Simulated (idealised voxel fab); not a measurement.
Process module name: voxel spacer lines
Shown is cross-section cut, with a width of 225 nm and square cells of size 5 nm.
Cross-section layout: square cells on a grid; listed as bands, top to bottom; a band spans one or more cell rows. Top height, bottom height, nm. Materials left to right, width each, nm. Single material + "edge to edge" = fills band edge to edge. "blank" = empty. Below 0: as-received wafer, all one material; heights counted from there. Lowest band: no bottom, goes on down, written "0 -> down". A width such as "30..40" changes by the same amount from each row of cells to the next, from the band's top row to its bottom row. "remains unaltered" -> step changed no cross-section cell. Closed empty spaces (no open way to the top) of 8 cells or more are what "Sealed cavities" lists, each as width x height at distance from the left edge, nm for all three. Note: text after step settings on the step line = simulator remark on that step. "overlay nm" denotes, for a step that has a mask, the displacement of the mask to the right of its planned place, with negative values corresponding to the left.

[Process steps foreseen in the plan]
1. RECEIVE,material Si
2. CONFORMAL_DEP,material SiO2,thk nm 10
3. DIRECTIONAL_DEP,material W,thk nm 15
4. DIRECTIONAL_DEP,material aC,thk nm 25
5. PATTERN,tone cover,mask id MANDREL,material resist,width nm 25,pitch nm 70,thk nm 35,overlay nm 0
6. DIRECTIONAL_ETCH,etch materials aC,depth nm 25
7. STRIP,etch materials resist
8. CONFORMAL_DEP,material SiN,thk nm 10
9. DIRECTIONAL_ETCH,etch materials SiN,depth nm 10
10. STRIP,etch materials aC
11. DIRECTIONAL_ETCH,etch materials W,depth nm 15
12. STRIP,etch materials SiN

[So, the first of our two wafers, run just as we planned it]

[Cross-section of the wafer as it came to us, i.e., already through step 1]
* 0 -> down = Si edge to edge
* Sealed cavities: none

[Wafer after step 2 (cross-section)]
* 10 -> 0 = SiO2 edge to edge
* For the remainder of the cross-section, below 0, there is no change.

[Wafer after step 3 (cross-section)]
* 25 -> 10 = W edge to edge
* For the remainder of the cross-section, below 10, there is no change.

[Wafer after step 4 (cross-section)]
* 50 -> 25 = aC edge to edge
* For the remainder of the cross-section, below 25, there is no change.

[Wafer after step 5 (cross-section)]
* 85 -> 50 = 30 of blank  25 of resist  45 of blank  25 of resist  45 of blank  25 of resist  30 of blank
* For the remainder of the cross-section, below 50, there is no change.

[Wafer after step 6 (cross-section)]
* 60 -> 50 = 30 of blank  25 of resist  45 of blank  25 of resist  45 of blank  25 of resist  30 of blank
* 50 -> 25 = 30 of blank  25 of aC  45 of blank  25 of aC  45 of blank  25 of aC  30 of blank
* For the remainder of the cross-section, below 25, there is no change.

[Wafer after step 7 (cross-section)]
* 50 -> 25 = 30 of blank  25 of aC  45 of blank  25 of aC  45 of blank  25 of aC  30 of blank
* For the remainder of the cross-section, below 25, there is no change.

[Wafer after step 8 (cross-section)]
* 60 -> 50 = 20 of blank  45 of SiN  25 of blank  45 of SiN  25 of blank  45 of SiN  20 of blank
* 50 -> 35 = 20 of blank  10 of SiN  25 of aC  10 of SiN  25 of blank  10 of SiN  25 of aC  10 of SiN  25 of blank  10 of SiN  25 of aC  10 of SiN  20 of blank
* 35 -> 25 = 30 of SiN  25 of aC  45 of SiN  25 of aC  45 of SiN  25 of aC  30 of SiN
* For the remainder of the cross-section, below 25, there is no change.

[Wafer after step 9 (cross-section)]
* 50 -> 25 = 20 of blank  10 of SiN  25 of aC  10 of SiN  25 of blank  10 of SiN  25 of aC  10 of SiN  25 of blank  10 of SiN  25 of aC  10 of SiN  20 of blank
* For the remainder of the cross-section, below 25, there is no change.

[Wafer after step 10 (cross-section)]
* 50 -> 25 = 20 of blank  10 of SiN  25 of blank  10 of SiN  25 of blank  10 of SiN  25 of blank  10 of SiN  25 of blank  10 of SiN  25 of blank  10 of SiN  20 of blank
* For the remainder of the cross-section, below 25, there is no change.

[Wafer after step 11 (cross-section)]
* 50 -> 25 = 20 of blank  10 of SiN  25 of blank  10 of SiN  25 of blank  10 of SiN  25 of blank  10 of SiN  25 of blank  10 of SiN  25 of blank  10 of SiN  20 of blank
* 25 -> 10 = 20 of blank  10 of W  25 of blank  10 of W  25 of blank  10 of W  25 of blank  10 of W  25 of blank  10 of W  25 of blank  10 of W  20 of blank
* For the remainder of the cross-section, below 10, there is no change.

[Wafer after step 12 (cross-section)]
* 25 -> 10 = 20 of blank  10 of W  25 of blank  10 of W  25 of blank  10 of W  25 of blank  10 of W  25 of blank  10 of W  25 of blank  10 of W  20 of blank
* For the remainder of the cross-section, below 10, there is no change.

[Second Wafer (Identical Start and Plan, One Processing Error; Matches First Wafer Through Step 4)]

[Second wafer: cross-section at the scheduled end of step 5]
* 85 -> 50 = 30 of resist  25 of blank  45 of resist  25 of blank  45 of resist  25 of blank  30 of resist
* For the remainder of the cross-section, below 50, there is no change.

[Second wafer: cross-section at the scheduled end of step 6]
* 60 -> 50 = 30 of resist  25 of blank  45 of resist  25 of blank  45 of resist  25 of blank  30 of resist
* 50 -> 25 = 30 of aC  25 of blank  45 of aC  25 of blank  45 of aC  25 of blank  30 of aC
* For the remainder of the cross-section, below 25, there is no change.

[Second wafer: cross-section at the scheduled end of step 7]
* 50 -> 25 = 30 of aC  25 of blank  45 of aC  25 of blank  45 of aC  25 of blank  30 of aC
* For the remainder of the cross-section, below 25, there is no change.

[Second wafer: cross-section at the scheduled end of step 8]
* 60 -> 50 = 40 of SiN  5 of blank  65 of SiN  5 of blank  65 of SiN  5 of blank  40 of SiN
* 50 -> 35 = 30 of aC  10 of SiN  5 of blank  10 of SiN  45 of aC  10 of SiN  5 of blank  10 of SiN  45 of aC  10 of SiN  5 of blank  10 of SiN  30 of aC
* 35 -> 25 = 30 of aC  25 of SiN  45 of aC  25 of SiN  45 of aC  25 of SiN  30 of aC
* For the remainder of the cross-section, below 25, there is no change.

[Second wafer: cross-section at the scheduled end of step 9]
* 50 -> 25 = 30 of aC  10 of SiN  5 of blank  10 of SiN  45 of aC  10 of SiN  5 of blank  10 of SiN  45 of aC  10 of SiN  5 of blank  10 of SiN  30 of aC
* For the remainder of the cross-section, below 25, there is no change.

[Second wafer: cross-section at the scheduled end of step 10]
* 50 -> 25 = 30 of blank  10 of SiN  5 of blank  10 of SiN  45 of blank  10 of SiN  5 of blank  10 of SiN  45 of blank  10 of SiN  5 of blank  10 of SiN  30 of blank
* For the remainder of the cross-section, below 25, there is no change.

[Second wafer: cross-section at the scheduled end of step 11]
* 50 -> 25 = 30 of blank  10 of SiN  5 of blank  10 of SiN  45 of blank  10 of SiN  5 of blank  10 of SiN  45 of blank  10 of SiN  5 of blank  10 of SiN  30 of blank
* 25 -> 10 = 30 of blank  10 of W  5 of blank  10 of W  45 of blank  10 of W  5 of blank  10 of W  45 of blank  10 of W  5 of blank  10 of W  30 of blank
* For the remainder of the cross-section, below 10, there is no change.

[Second wafer: cross-section at the scheduled end of step 12]
* 25 -> 10 = 30 of blank  10 of W  5 of blank  10 of W  45 of blank  10 of W  5 of blank  10 of W  45 of blank  10 of W  5 of blank  10 of W  30 of blank
* For the remainder of the cross-section, below 10, there is no change.
So what did we get wrong on this run? step 5 ran as: PATTERN,tone open,mask id MANDREL,material resist,width nm 25,pitch nm 70,thk nm 35,overlay nm 0
Upon completion, the cell count for each material on the second wafer equals that on the first, whereas the spatial distribution of those cells differs.
